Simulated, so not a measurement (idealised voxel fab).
Title: Process Module voxel wiring stack
Square cells of 5 nm make up the cross-section cut, whose width is 225 nm.
How to read a cross-section here: the picture is a grid of square cells, written as bands going from the top down, and any band can span one or more rows of cells. Heads up on the band format: heights come first, top then bottom, in nm. After that it's the materials left to right, each with its width in nm. A single material flagged "all across" fills the whole band edge to edge, and "air" means there's empty space there. The reference from which all heights are counted is 0, the level beneath which the as-received wafer is entirely one material; the lowest band, having no lower bound, proceeds downward and is written after the example "0..down". So if you see something like "30->40" for the width, read it as the top row of the band sitting at the first number and the bottom row at the second, with every row in between moving by the same amount as the last. For the purposes of this document, the phrase "no modification" attached to a step denotes that no cell within the cross-section was modified by that step. Heads up: "Closed void table" only lists the empty pockets with no open path to the top that are 8 cells or more, and it writes them as width x height at distance, distance from the left edge, in nm. after a step's settings: what the simulator itself notes on the step. overlay nm: for a step with a mask, the amount by which the mask lay right of where it was planned; a negative amount means left of it. Each pair of cross-sections that follows straddles one process step: the one shows the state before the step, the other the state after it, down to the lowest band that changed and no further. The step in question, and its settings, are given under the pair. Note that a pair is not necessarily a continuation of the pair above it, since pairs can come from different runs of this module on the same starting wafer; it is a continuation only where its entry headed "Pre-process" says so.

PRE-PROCESS
    60..45: resist 70 nm  air 30 nm  resist 25 nm  air 30 nm  resist 70 nm
    45..35: aC 70 nm  air 30 nm  aC 25 nm  air 30 nm  aC 70 nm
    35..30: SiN all across
    30..0: SiO2 all across
    0..down: Si all across
    Closed void table: none

SECTION AFTER PROCESSING
    45..35: aC 70 nm  air 30 nm  aC 25 nm  air 30 nm  aC 70 nm
    Rest of section, below 35: as before.
    Closed void table: none
So what happens between those two cross-sections up there? STRIP [etch materials resist]

Pre-process: check the pair just above; its after cross-section is our before state.

SECTION AFTER PROCESSING
    45..35: aC 70 nm  air 30 nm  aC 25 nm  air 30 nm  aC 70 nm
    35..30: SiN 70 nm  air 30 nm  SiN 25 nm  air 30 nm  SiN 70 nm
    Rest of section, below 30: as before.
    Closed void table: none
So what happens between those two cross-sections up there? DIRECTIONAL_ETCH [etch materials SiN] [depth nm 5]

Pre-process: check the pair just above; its after cross-section is our before state.

SECTION AFTER PROCESSING
    35..30: SiN 70 nm  air 30 nm  SiN 25 nm  air 30 nm  SiN 70 nm
    Rest of section, below 30: as before.
    Closed void table: none
So what happens between those two cross-sections up there? STRIP [etch materials aC]

Pre-process: check the pair just above; its after cross-section is our before state.

SECTION AFTER PROCESSING
    40..35: TiN 75 nm  air 20 nm  TiN 35 nm  air 20 nm  TiN 75 nm
    35..30: SiN 70 nm  TiN 30 nm  SiN 25 nm  TiN 30 nm  SiN 70 nm
    Rest of section, below 30: as before.
    Closed void table: none
So what happens between those two cross-sections up there? CONFORMAL_DEP [material TiN] [thk nm 5]

Pre-process: check the pair just above; its after cross-section is our before state.

SECTION AFTER PROCESSING
    45..40: Cu all across
    40..35: TiN 75 nm  Cu 20 nm  TiN 35 nm  Cu 20 nm  TiN 75 nm
    Rest of section, below 35: as before.
    Closed void table: none
So what happens between those two cross-sections up there? FILL_DEP [material Cu] [thk nm 5]

Pre-process: check the pair just above; its after cross-section is our before state.

SECTION AFTER PROCESSING
    35..30: SiN 70 nm  TiN 30 nm  SiN 25 nm  TiN 30 nm  SiN 70 nm
    Rest of section, below 30: as before.
    Closed void table: none
So what happens between those two cross-sections up there? CMP [height nm 35]

Pre-process: check the pair just above; its after cross-section is our before state.

SECTION AFTER PROCESSING
    40..35: SiCN all across
    Rest of section, below 35: as before.
    Closed void table: none
So what happens between those two cross-sections up there? CONFORMAL_DEP [material SiCN] [thk nm 5]

Pre-process: check the pair just above; its after cross-section is our before state.

SECTION AFTER PROCESSING
    50..40: lowk all across
    Rest of section, below 40: as before.
    Closed void table: none
So what happens between those two cross-sections up there? DIRECTIONAL_DEP [material lowk] [thk nm 10]

Pre-process: check the pair just above; its after cross-section is our before state.

SECTION AFTER PROCESSING
    60..50: aC all across
    Rest of section, below 50: as before.
    Closed void table: none
So what happens between those two cross-sections up there? DIRECTIONAL_DEP [material aC] [thk nm 10]

Pre-process: check the pair just above; its after cross-section is our before state.

SECTION AFTER PROCESSING
    90..60: resist 70 nm  air 15 nm  resist 140 nm
    Rest of section, below 60: as before.
    Closed void table: none
So what happens between those two cross-sections up there? PATTERN [tone open] [mask id PLUG_1] [material resist] [width nm 15] [thk nm 30] [overlay nm 0]

Pre-process: check the pair just above; its after cross-section is our before state.

SECTION AFTER PROCESSING
    80..60: resist 70 nm  air 15 nm  resist 140 nm
    60..50: aC 70 nm  air 15 nm  aC 140 nm
    Rest of section, below 50: as before.
    Closed void table: none
So what happens between those two cross-sections up there? DIRECTIONAL_ETCH [etch materials aC] [depth nm 10]

Pre-process: check the pair just above; its after cross-section is our before state.

SECTION AFTER PROCESSING
    60..50: aC 70 nm  air 15 nm  aC 140 nm
    Rest of section, below 50: as before.
    Closed void table: none
So what happens between those two cross-sections up there? STRIP [etch materials resist]

Pre-process: check the pair just above; its after cross-section is our before state.

SECTION AFTER PROCESSING
    60..50: aC 70 nm  air 15 nm  aC 140 nm
    50..40: lowk 70 nm  air 15 nm  lowk 140 nm
    Rest of section, below 40: as before.
    Closed void table: none
So what happens between those two cross-sections up there? DIRECTIONAL_ETCH [etch materials lowk] [depth nm 10]

Pre-process: check the pair just above; its after cross-section is our before state.

SECTION AFTER PROCESSING
    60..50: aC 70 nm  air 15 nm  aC 140 nm
    50..40: lowk 70 nm  air 15 nm  lowk 140 nm
    40..35: SiCN 70 nm  air 15 nm  SiCN 140 nm
    Rest of section, below 35: as before.
    Closed void table: none
So what happens between those two cross-sections up there? DIRECTIONAL_ETCH [etch materials SiCN] [depth nm 5]

Pre-process: check the pair just above; its after cross-section is our before state.

SECTION AFTER PROCESSING
    50..40: lowk 70 nm  air 15 nm  lowk 140 nm
    Rest of section, below 40: as before.
    Closed void table: none
So what happens between those two cross-sections up there? STRIP [etch materials aC]

Pre-process: check the pair just above; its after cross-section is our before state.

SECTION AFTER PROCESSING
    50..45: lowk 70 nm  air 15 nm  lowk 140 nm
    45..40: lowk 70 nm  Ru 15 nm  lowk 140 nm
    40..35: SiCN 70 nm  Ru 15 nm  SiCN 140 nm
    Rest of section, below 35: as before.
    Closed void table: none
So what happens between those two cross-sections up there? EPI [material Ru] [thk nm 10]

Pre-process: check the pair just above; its after cross-section is our before state.

SECTION AFTER PROCESSING
    50..40: lowk 70 nm  Ru 15 nm  lowk 140 nm
    Rest of section, below 40: as before.
    Closed void table: none
So what happens between those two cross-sections up there? EPI [material Ru] [thk nm 5]

Pre-process: check the pair just above; its after cross-section is our before state.

SECTION AFTER PROCESSING
    55..50: SiN all across
    Rest of section, below 50: as before.
    Closed void table: none
So what happens between those two cross-sections up there? CONFORMAL_DEP [material SiN] [thk nm 5]

Pre-process: check the pair just above; its after cross-section is our before state.

SECTION AFTER PROCESSING
    70..55: lowk all across
    Rest of section, below 55: as before.
    Closed void table: none
So what happens between those two cross-sections up there? DIRECTIONAL_DEP [material lowk] [thk nm 15]

Pre-process: check the pair just above; its after cross-section is our before state.

SECTION AFTER PROCESSING
    85..70: aC all across
    Rest of section, below 70: as before.
    Closed void table: none
So what happens between those two cross-sections up there? DIRECTIONAL_DEP [material aC] [thk nm 15]

Pre-process: check the pair just above; its after cross-section is our before state.

SECTION AFTER PROCESSING
    115..85: resist 70 nm  air 30 nm  resist 25 nm  air 30 nm  resist 70 nm
    Rest of section, below 85: as before.
    Closed void table: none
So what happens between those two cross-sections up there? PATTERN [tone open] [mask id METAL_2] [material resist] [width nm 30] [pitch nm 55] [thk nm 30] [overlay nm 0]

Pre-process: check the pair just above; its after cross-section is our before state.

SECTION AFTER PROCESSING
    100..85: resist 70 nm  air 30 nm  resist 25 nm  air 30 nm  resist 70 nm
    85..70: aC 70 nm  air 30 nm  aC 25 nm  air 30 nm  aC 70 nm
    Rest of section, below 70: as before.
    Closed void table: none
So what happens between those two cross-sections up there? DIRECTIONAL_ETCH [etch materials aC] [depth nm 15]

Pre-process: check the pair just above; its after cross-section is our before state.

SECTION AFTER PROCESSING
    85..70: aC 70 nm  air 30 nm  aC 25 nm  air 30 nm  aC 70 nm
    Rest of section, below 70: as before.
    Closed void table: none
So what happens between those two cross-sections up there? STRIP [etch materials resist]

Pre-process: check the pair just above; its after cross-section is our before state.

SECTION AFTER PROCESSING
    85..70: aC 70 nm  air 30 nm  aC 25 nm  air 30 nm  aC 70 nm
    70..55: lowk 70 nm  air 30 nm  lowk 25 nm  air 30 nm  lowk 70 nm
    Rest of section, below 55: as before.
    Closed void table: none
So what happens between those two cross-sections up there? DIRECTIONAL_ETCH [etch materials lowk] [depth nm 15]

Pre-process: check the pair just above; its after cross-section is our before state.

SECTION AFTER PROCESSING
    85..70: aC 70 nm  air 30 nm  aC 25 nm  air 30 nm  aC 70 nm
    70..55: lowk 70 nm  air 30 nm  lowk 25 nm  air 30 nm  lowk 70 nm
    55..50: SiN 70 nm  air 30 nm  SiN 25 nm  air 30 nm  SiN 70 nm
    Rest of section, below 50: as before.
    Closed void table: none
So what happens between those two cross-sections up there? DIRECTIONAL_ETCH [etch materials SiN] [depth nm 5]

Pre-process: check the pair just above; its after cross-section is our before state.

SECTION AFTER PROCESSING
    70..55: lowk 70 nm  air 30 nm  lowk 25 nm  air 30 nm  lowk 70 nm
    Rest of section, below 55: as before.
    Closed void table: none
So what happens between those two cross-sections up there? STRIP [etch materials aC]

Pre-process: check the pair just above; its after cross-section is our before state.

SECTION AFTER PROCESSING
    75..70: TiN 75 nm  air 20 nm  TiN 35 nm  air 20 nm  TiN 75 nm
    70..55: lowk 70 nm  TiN 5 nm  air 20 nm  TiN 5 nm  lowk 25 nm  TiN 5 nm  air 20 nm  TiN 5 nm  lowk 70 nm
    55..50: SiN 70 nm  TiN 30 nm  SiN 25 nm  TiN 30 nm  SiN 70 nm
    Rest of section, below 50: as before.
    Closed void table: none
So what happens between those two cross-sections up there? CONFORMAL_DEP [material TiN] [thk nm 5]

Pre-process: check the pair just above; its after cross-section is our before state.

SECTION AFTER PROCESSING
    85..75: Ru all across
    75..70: TiN 75 nm  Ru 20 nm  TiN 35 nm  Ru 20 nm  TiN 75 nm
    70..55: lowk 70 nm  TiN 5 nm  Ru 20 nm  TiN 5 nm  lowk 25 nm  TiN 5 nm  Ru 20 nm  TiN 5 nm  lowk 70 nm
    Rest of section, below 55: as before.
    Closed void table: none
So what happens between those two cross-sections up there? FILL_DEP [material Ru] [thk nm 10]

Pre-process: check the pair just above; its after cross-section is our before state.

SECTION AFTER PROCESSING
    70..55: lowk 70 nm  TiN 5 nm  Ru 20 nm  TiN 5 nm  lowk 25 nm  TiN 5 nm  Ru 20 nm  TiN 5 nm  lowk 70 nm
    Rest of section, below 55: as before.
    Closed void table: none
So what happens between those two cross-sections up there? CMP [height nm 70]

Pre-process: check the pair just above; its after cross-section is our before state.

SECTION AFTER PROCESSING
    75..70: SiCN all across
    Rest of section, below 70: as before.
    Closed void table: none
So what happens between those two cross-sections up there? CONFORMAL_DEP [material SiCN] [thk nm 5]

Pre-process: check the pair just above; its after cross-section is our before state.

SECTION AFTER PROCESSING
    105..75: SiO2 all across
    Rest of section, below 75: as before.
    Closed void table: none
So what happens between those two cross-sections up there? DIRECTIONAL_DEP [material SiO2] [thk nm 30]

Pre-process: check the pair just above; its after cross-section is our before state.

SECTION AFTER PROCESSING
    125..105: resist 70 nm  air 15 nm  resist 140 nm
    Rest of section, below 105: as before.
    Closed void table: none
So what happens between those two cross-sections up there? PATTERN [tone open] [mask id METAL_3_HOLES] [material resist] [width nm 15] [thk nm 20] [overlay nm 0]

Pre-process: check the pair just above; its after cross-section is our before state.

SECTION AFTER PROCESSING
    125..105: resist 70 nm  air 15 nm  resist 140 nm
    105..75: SiO2 70 nm  air 15 nm  SiO2 140 nm
    Rest of section, below 75: as before.
    Closed void table: none
So what happens between those two cross-sections up there? DIRECTIONAL_ETCH [etch materials SiO2] [depth nm 30]

Pre-process: check the pair just above; its after cross-section is our before state.

SECTION AFTER PROCESSING
    105..75: SiO2 70 nm  air 15 nm  SiO2 140 nm
    Rest of section, below 75: as before.
    Closed void table: none
So what happens between those two cross-sections up there? STRIP [etch materials resist]

Pre-process: check the pair just above; its after cross-section is our before state.

SECTION AFTER PROCESSING
    105..90: SiO2 70 nm  air 30 nm  SiO2 25 nm  air 30 nm  SiO2 70 nm
    Rest of section, below 90: as before.
    Closed void table: none
So what happens between those two cross-sections up there? MASKED_ETCH [tone open] [mask id METAL_3] [width nm 30] [pitch nm 55] [etch materials SiO2] [depth nm 15] [overlay nm 0]

Pre-process: check the pair just above; its after cross-section is our before state.

SECTION AFTER PROCESSING
    105..90: SiO2 70 nm  air 30 nm  SiO2 25 nm  air 30 nm  SiO2 70 nm
    90..75: SiO2 70 nm  air 15 nm  SiO2 140 nm
    75..70: SiCN 70 nm  air 15 nm  SiCN 140 nm
    Rest of section, below 70: as before.
    Closed void table: none
So what happens between those two cross-sections up there? MASKED_ETCH [tone open] [mask id METAL_3] [width nm 30] [pitch nm 55] [etch materials SiCN] [depth nm 5] [overlay nm 0]

Pre-process: check the pair just above; its after cross-section is our before state.

SECTION AFTER PROCESSING
    110..105: TiN 75 nm  air 20 nm  TiN 35 nm  air 20 nm  TiN 75 nm
    105..95: SiO2 70 nm  TiN 5 nm  air 20 nm  TiN 5 nm  SiO2 25 nm  TiN 5 nm  air 20 nm  TiN 5 nm  SiO2 70 nm
    95..90: SiO2 70 nm  TiN 5 nm  air 5 nm  TiN 20 nm  SiO2 25 nm  TiN 30 nm  SiO2 70 nm
    90..75: SiO2 70 nm  TiN 5 nm  air 5 nm  TiN 5 nm  SiO2 140 nm
    75..70: SiCN 70 nm  TiN 15 nm  SiCN 140 nm
    Rest of section, below 70: as before.
    Closed void table: none
So what happens between those two cross-sections up there? CONFORMAL_DEP [material TiN] [thk nm 5]

Pre-process: check the pair just above; its after cross-section is our before state.

SECTION AFTER PROCESSING
    120..110: Ru all across
    110..105: TiN 75 nm  Ru 20 nm  TiN 35 nm  Ru 20 nm  TiN 75 nm
    105..95: SiO2 70 nm  TiN 5 nm  Ru 20 nm  TiN 5 nm  SiO2 25 nm  TiN 5 nm  Ru 20 nm  TiN 5 nm  SiO2 70 nm
    95..90: SiO2 70 nm  TiN 5 nm  Ru 5 nm  TiN 20 nm  SiO2 25 nm  TiN 30 nm  SiO2 70 nm
    90..75: SiO2 70 nm  TiN 5 nm  Ru 5 nm  TiN 5 nm  SiO2 140 nm
    Rest of section, below 75: as before.
    Closed void table: none
So what happens between those two cross-sections up there? FILL_DEP [material Ru] [thk nm 10]

Pre-process: check the pair just above; its after cross-section is our before state.

SECTION AFTER PROCESSING
    105..95: SiO2 70 nm  TiN 5 nm  Ru 20 nm  TiN 5 nm  SiO2 25 nm  TiN 5 nm  Ru 20 nm  TiN 5 nm  SiO2 70 nm
    Rest of section, below 95: as before.
    Closed void table: none
So what happens between those two cross-sections up there? CMP [height nm 105]

Pre-process: check the pair just above; its after cross-section is our before state.

SECTION AFTER PROCESSING
    110..105: SiCN all across
    Rest of section, below 105: as before.
    Closed void table: none
So what happens between those two cross-sections up there? CONFORMAL_DEP [material SiCN] [thk nm 5]

PRE-PROCESS
    120..110: Ru all across
    110..105: TiN 75 nm  Ru 20 nm  TiN 35 nm  Ru 20 nm  TiN 75 nm
    105..95: SiO2 70 nm  TiN 5 nm  Ru 20 nm  TiN 5 nm  SiO2 25 nm  TiN 5 nm  Ru 20 nm  TiN 5 nm  SiO2 70 nm
    95..90: SiO2 70 nm  TiN 5 nm  Ru 5 nm  TiN 20 nm  SiO2 25 nm  TiN 30 nm  SiO2 70 nm
    90..75: SiO2 70 nm  TiN 5 nm  Ru 5 nm  TiN 5 nm  SiO2 140 nm
    75..70: SiCN 70 nm  TiN 15 nm  SiCN 140 nm
    70..55: lowk 70 nm  TiN 5 nm  Ru 20 nm  TiN 5 nm  lowk 25 nm  TiN 5 nm  Ru 20 nm  TiN 5 nm  lowk 70 nm
    55..50: SiN 70 nm  TiN 30 nm  SiN 25 nm  TiN 30 nm  SiN 70 nm
    50..40: lowk 70 nm  Ru 15 nm  lowk 140 nm
    40..35: SiCN 70 nm  Ru 15 nm  SiCN 140 nm
    35..15: SiO2 70 nm  TiN 5 nm  Cu 20 nm  TiN 5 nm  SiO2 25 nm  TiN 5 nm  Cu 20 nm  TiN 5 nm  SiO2 70 nm
    15..10: SiN 70 nm  TiN 30 nm  SiN 25 nm  TiN 30 nm  SiN 70 nm
    10..0: SiO2 all across
    0..down: Si all across
    Closed void table: none

SECTION AFTER PROCESSING
    95..90: SiO2 70 nm  TiN 5 nm  Ru 5 nm  TiN 20 nm  SiO2 25 nm  TiN 30 nm  SiO2 70 nm
    Rest of section, below 90: as before.
    Closed void table: none
So what happens between those two cross-sections up there? CMP [height nm 95]

Pre-process: check the pair just above; its after cross-section is our before state.

SECTION AFTER PROCESSING
    100..95: SiCN all across
    Rest of section, below 95: as before.
    Closed void table: none
So what happens between those two cross-sections up there? CONFORMAL_DEP [material SiCN] [thk nm 5]

PRE-PROCESS
    105..75: SiO2 70 nm  air 15 nm  SiO2 140 nm
    75..70: SiCN all across
    70..55: lowk 70 nm  TiN 5 nm  Ru 20 nm  TiN 5 nm  lowk 25 nm  TiN 5 nm  Ru 20 nm  TiN 5 nm  lowk 70 nm
    55..50: SiN 70 nm  TiN 30 nm  SiN 25 nm  TiN 30 nm  SiN 70 nm
    50..40: lowk 70 nm  Ru 15 nm  lowk 140 nm
    40..35: SiCN 70 nm  Ru 15 nm  SiCN 140 nm
    35..15: SiO2 70 nm  TiN 5 nm  Cu 20 nm  TiN 5 nm  SiO2 25 nm  TiN 5 nm  Cu 20 nm  TiN 5 nm  SiO2 70 nm
    15..10: SiN 70 nm  TiN 30 nm  SiN 25 nm  TiN 30 nm  SiN 70 nm
    10..0: SiO2 all across
    0..down: Si all across
    Closed void table: none

SECTION AFTER PROCESSING
    105..90: SiO2 70 nm  air 35 nm  SiO2 20 nm  air 35 nm  SiO2 65 nm
    Rest of section, below 90: as before.
    Closed void table: none
So what happens between those two cross-sections up there? MASKED_ETCH [tone open] [mask id METAL_3] [width nm 35] [pitch nm 55] [etch materials SiO2] [depth nm 15] [overlay nm 0]

Pre-process: check the pair just above; its after cross-section is our before state.

SECTION AFTER PROCESSING
    105..90: SiO2 70 nm  air 35 nm  SiO2 20 nm  air 35 nm  SiO2 65 nm
    90..75: SiO2 70 nm  air 15 nm  SiO2 140 nm
    75..70: SiCN 70 nm  air 15 nm  SiCN 140 nm
    Rest of section, below 70: as before.
    Closed void table: none
So what happens between those two cross-sections up there? MASKED_ETCH [tone open] [mask id METAL_3] [width nm 30] [pitch nm 55] [etch materials SiCN] [depth nm 5] [overlay nm 0]

Pre-process: check the pair just above; its after cross-section is our before state.

SECTION AFTER PROCESSING
    110..105: TiN 75 nm  air 25 nm  TiN 30 nm  air 25 nm  TiN 70 nm
    105..95: SiO2 70 nm  TiN 5 nm  air 25 nm  TiN 5 nm  SiO2 20 nm  TiN 5 nm  air 25 nm  TiN 5 nm  SiO2 65 nm
    95..90: SiO2 70 nm  TiN 5 nm  air 5 nm  TiN 25 nm  SiO2 20 nm  TiN 35 nm  SiO2 65 nm
    90..75: SiO2 70 nm  TiN 5 nm  air 5 nm  TiN 5 nm  SiO2 140 nm
    75..70: SiCN 70 nm  TiN 15 nm  SiCN 140 nm
    Rest of section, below 70: as before.
    Closed void table: none
So what happens between those two cross-sections up there? CONFORMAL_DEP [material TiN] [thk nm 5]

Pre-process: check the pair just above; its after cross-section is our before state.

SECTION AFTER PROCESSING
    120..110: Ru all across
    110..105: TiN 75 nm  Ru 25 nm  TiN 30 nm  Ru 25 nm  TiN 70 nm
    105..95: SiO2 70 nm  TiN 5 nm  Ru 25 nm  TiN 5 nm  SiO2 20 nm  TiN 5 nm  Ru 25 nm  TiN 5 nm  SiO2 65 nm
    95..90: SiO2 70 nm  TiN 5 nm  Ru 5 nm  TiN 25 nm  SiO2 20 nm  TiN 35 nm  SiO2 65 nm
    90..75: SiO2 70 nm  TiN 5 nm  Ru 5 nm  TiN 5 nm  SiO2 140 nm
    Rest of section, below 75: as before.
    Closed void table: none
So what happens between those two cross-sections up there? FILL_DEP [material Ru] [thk nm 10]

Pre-process: check the pair just above; its after cross-section is our before state.

SECTION AFTER PROCESSING
    105..95: SiO2 70 nm  TiN 5 nm  Ru 25 nm  TiN 5 nm  SiO2 20 nm  TiN 5 nm  Ru 25 nm  TiN 5 nm  SiO2 65 nm
    Rest of section, below 95: as before.
    Closed void table: none
So what happens between those two cross-sections up there? CMP [height nm 105]

Pre-process: check the pair just above; its after cross-section is our before state.

SECTION AFTER PROCESSING
    110..105: SiCN all across
    Rest of section, below 105: as before.
    Closed void table: none
So what happens between those two cross-sections up there? CONFORMAL_DEP [material SiCN] [thk nm 5]

PRE-PROCESS
    105..75: SiO2 70 nm  air 15 nm  SiO2 140 nm
    75..70: SiCN all across
    70..55: lowk 70 nm  TiN 5 nm  Ru 20 nm  TiN 5 nm  lowk 25 nm  TiN 5 nm  Ru 20 nm  TiN 5 nm  lowk 70 nm
    55..50: SiN 70 nm  TiN 30 nm  SiN 25 nm  TiN 30 nm  SiN 70 nm
    50..40: lowk 70 nm  Ru 15 nm  lowk 140 nm
    40..35: SiCN 70 nm  Ru 15 nm  SiCN 140 nm
    35..15: SiO2 70 nm  TiN 5 nm  Cu 20 nm  TiN 5 nm  SiO2 25 nm  TiN 5 nm  Cu 20 nm  TiN 5 nm  SiO2 70 nm
    15..10: SiN 70 nm  TiN 30 nm  SiN 25 nm  TiN 30 nm  SiN 70 nm
    10..0: SiO2 all across
    0..down: Si all across
    Closed void table: none

SECTION AFTER PROCESSING
    105..90: SiO2 70 nm  air 35 nm  SiO2 25 nm  air 30 nm  SiO2 65 nm
    Rest of section, below 90: as before.
    Closed void table: none
So what happens between those two cross-sections up there? MASKED_ETCH [tone open] [mask id METAL_3] [width nm 30] [pitch nm 55] [etch materials SiO2] [depth nm 15] [overlay nm 5]

Pre-process: check the pair just above; its after cross-section is our before state.

SECTION AFTER PROCESSING
    105..90: SiO2 70 nm  air 35 nm  SiO2 25 nm  air 30 nm  SiO2 65 nm
    90..75: SiO2 70 nm  air 15 nm  SiO2 140 nm
    75..70: SiCN 70 nm  air 15 nm  SiCN 140 nm
    Rest of section, below 70: as before.
    Closed void table: none
So what happens between those two cross-sections up there? MASKED_ETCH [tone open] [mask id METAL_3] [width nm 30] [pitch nm 55] [etch materials SiCN] [depth nm 5] [overlay nm 0]

Pre-process: check the pair just above; its after cross-section is our before state.

SECTION AFTER PROCESSING
    110..105: TiN 75 nm  air 25 nm  TiN 35 nm  air 20 nm  TiN 70 nm
    105..95: SiO2 70 nm  TiN 5 nm  air 25 nm  TiN 5 nm  SiO2 25 nm  TiN 5 nm  air 20 nm  TiN 5 nm  SiO2 65 nm
    95..90: SiO2 70 nm  TiN 5 nm  air 5 nm  TiN 25 nm  SiO2 25 nm  TiN 30 nm  SiO2 65 nm
    90..75: SiO2 70 nm  TiN 5 nm  air 5 nm  TiN 5 nm  SiO2 140 nm
    75..70: SiCN 70 nm  TiN 15 nm  SiCN 140 nm
    Rest of section, below 70: as before.
    Closed void table: none
So what happens between those two cross-sections up there? CONFORMAL_DEP [material TiN] [thk nm 5]

Pre-process: check the pair just above; its after cross-section is our before state.

SECTION AFTER PROCESSING
    120..110: Ru all across
    110..105: TiN 75 nm  Ru 25 nm  TiN 35 nm  Ru 20 nm  TiN 70 nm
    105..95: SiO2 70 nm  TiN 5 nm  Ru 25 nm  TiN 5 nm  SiO2 25 nm  TiN 5 nm  Ru 20 nm  TiN 5 nm  SiO2 65 nm
    95..90: SiO2 70 nm  TiN 5 nm  Ru 5 nm  TiN 25 nm  SiO2 25 nm  TiN 30 nm  SiO2 65 nm
    90..75: SiO2 70 nm  TiN 5 nm  Ru 5 nm  TiN 5 nm  SiO2 140 nm
    Rest of section, below 75: as before.
    Closed void table: none
So what happens between those two cross-sections up there? FILL_DEP [material Ru] [thk nm 10]

Pre-process: check the pair just above; its after cross-section is our before state.

SECTION AFTER PROCESSING
    105..95: SiO2 70 nm  TiN 5 nm  Ru 25 nm  TiN 5 nm  SiO2 25 nm  TiN 5 nm  Ru 20 nm  TiN 5 nm  SiO2 65 nm
    Rest of section, below 95: as before.
    Closed void table: none
So what happens between those two cross-sections up there? CMP [height nm 105]

Pre-process: check the pair just above; its after cross-section is our before state.

SECTION AFTER PROCESSING
    110..105: SiCN all across
    Rest of section, below 105: as before.
    Closed void table: none
So what happens between those two cross-sections up there? CONFORMAL_DEP [material SiCN] [thk nm 5]

PRE-PROCESS
    15..10: SiN all across
    10..0: SiO2 all across
    0..down: Si all across
    Closed void table: none

SECTION AFTER PROCESSING
    35..15: TiN all across
    Rest of section, below 15: as before.
    Closed void table: none
So what happens between those two cross-sections up there? DIRECTIONAL_DEP [material TiN] [thk nm 20]

Pre-process: check the pair just above; its after cross-section is our before state.

SECTION AFTER PROCESSING
    45..35: aC all across
    Rest of section, below 35: as before.
    Closed void table: none
So what happens between those two cross-sections up there? DIRECTIONAL_DEP [material aC] [thk nm 10]

Pre-process: check the pair just above; its after cross-section is our before state.

SECTION AFTER PROCESSING
    70..45: resist 70 nm  air 30 nm  resist 25 nm  air 30 nm  resist 70 nm
    Rest of section, below 45: as before.
    Closed void table: none
So what happens between those two cross-sections up there? PATTERN [tone open] [mask id METAL_1] [material resist] [width nm 30] [pitch nm 55] [thk nm 25] [overlay nm 0]

Pre-process: check the pair just above; its after cross-section is our before state.

SECTION AFTER PROCESSING
    60..45: resist 70 nm  air 30 nm  resist 25 nm  air 30 nm  resist 70 nm
    45..35: aC 70 nm  air 30 nm  aC 25 nm  air 30 nm  aC 70 nm
    Rest of section, below 35: as before.
    Closed void table: none
So what happens between those two cross-sections up there? DIRECTIONAL_ETCH [etch materials aC] [depth nm 10]

Pre-process: check the pair just above; its after cross-section is our before state.

SECTION AFTER PROCESSING
    45..35: aC 70 nm  air 30 nm  aC 25 nm  air 30 nm  aC 70 nm
    Rest of section, below 35: as before.
    Closed void table: none
So what happens between those two cross-sections up there? STRIP [etch materials resist]

Pre-process: check the pair just above; its after cross-section is our before state.

SECTION AFTER PROCESSING
    35..15: TiN all across
    Rest of section, below 15: as before.
    Closed void table: none
So what happens between those two cross-sections up there? STRIP [etch materials aC]

Pre-process: check the pair just above; its after cross-section is our before state.

SECTION AFTER PROCESSING
    40..15: TiN all across
    Rest of section, below 15: as before.
    Closed void table: none
So what happens between those two cross-sections up there? CONFORMAL_DEP [material TiN] [thk nm 5]

Pre-process: check the pair just above; its after cross-section is our before state.

SECTION AFTER PROCESSING
    45..40: Cu all across
    Rest of section, below 40: as before.
    Closed void table: none
So what happens between those two cross-sections up there? FILL_DEP [material Cu] [thk nm 5]

Pre-process: check the pair just above; its after cross-section is our before state.

SECTION AFTER PROCESSING
    35..15: TiN all across
    Rest of section, below 15: as before.
    Closed void table: none
So what happens between those two cross-sections up there? CMP [height nm 35]

Pre-process: check the pair just above; its after cross-section is our before state.

SECTION AFTER PROCESSING
    40..35: SiCN all across
    Rest of section, below 35: as before.
    Closed void table: none
So what happens between those two cross-sections up there? CONFORMAL_DEP [material SiCN] [thk nm 5]

Pre-process: check the pair just above; its after cross-section is our before state.

SECTION AFTER PROCESSING
    50..40: lowk all across
    Rest of section, below 40: as before.
    Closed void table: none
So what happens between those two cross-sections up there? DIRECTIONAL_DEP [material lowk] [thk nm 10]

Pre-process: check the pair just above; its after cross-section is our before state.

SECTION AFTER PROCESSING
    60..50: aC all across
    Rest of section, below 50: as before.
    Closed void table: none
So what happens between those two cross-sections up there? DIRECTIONAL_DEP [material aC] [thk nm 10]

Pre-process: check the pair just above; its after cross-section is our before state.

SECTION AFTER PROCESSING
    90..60: resist 70 nm  air 15 nm  resist 140 nm
    Rest of section, below 60: as before.
    Closed void table: none
So what happens between those two cross-sections up there? PATTERN [tone open] [mask id PLUG_1] [material resist] [width nm 15] [thk nm 30] [overlay nm 0]

Pre-process: check the pair just above; its after cross-section is our before state.

SECTION AFTER PROCESSING
    80..60: resist 70 nm  air 15 nm  resist 140 nm
    60..50: aC 70 nm  air 15 nm  aC 140 nm
    Rest of section, below 50: as before.
    Closed void table: none
So what happens between those two cross-sections up there? DIRECTIONAL_ETCH [etch materials aC] [depth nm 10]

Pre-process: check the pair just above; its after cross-section is our before state.

SECTION AFTER PROCESSING
    60..50: aC 70 nm  air 15 nm  aC 140 nm
    Rest of section, below 50: as before.
    Closed void table: none
So what happens between those two cross-sections up there? STRIP [etch materials resist]

Pre-process: check the pair just above; its after cross-section is our before state.

SECTION AFTER PROCESSING
    60..50: aC 70 nm  air 15 nm  aC 140 nm
    50..40: lowk 70 nm  air 15 nm  lowk 140 nm
    Rest of section, below 40: as before.
    Closed void table: none
So what happens between those two cross-sections up there? DIRECTIONAL_ETCH [etch materials lowk] [depth nm 10]

Pre-process: check the pair just above; its after cross-section is our before state.

SECTION AFTER PROCESSING
    60..50: aC 70 nm  air 15 nm  aC 140 nm
    50..40: lowk 70 nm  air 15 nm  lowk 140 nm
    40..35: SiCN 70 nm  air 15 nm  SiCN 140 nm
    Rest of section, below 35: as before.
    Closed void table: none
So what happens between those two cross-sections up there? DIRECTIONAL_ETCH [etch materials SiCN] [depth nm 5]

Pre-process: check the pair just above; its after cross-section is our before state.

SECTION AFTER PROCESSING
    50..40: lowk 70 nm  air 15 nm  lowk 140 nm
    Rest of section, below 40: as before.
    Closed void table: none
So what happens between those two cross-sections up there? STRIP [etch materials aC]

Pre-process: check the pair just above; its after cross-section is our before state.

SECTION AFTER PROCESSING
    50..45: lowk 70 nm  air 15 nm  lowk 140 nm
    45..40: lowk 70 nm  Ru 15 nm  lowk 140 nm
    40..35: SiCN 70 nm  Ru 15 nm  SiCN 140 nm
    Rest of section, below 35: as before.
    Closed void table: none
So what happens between those two cross-sections up there? EPI [material Ru] [thk nm 10]
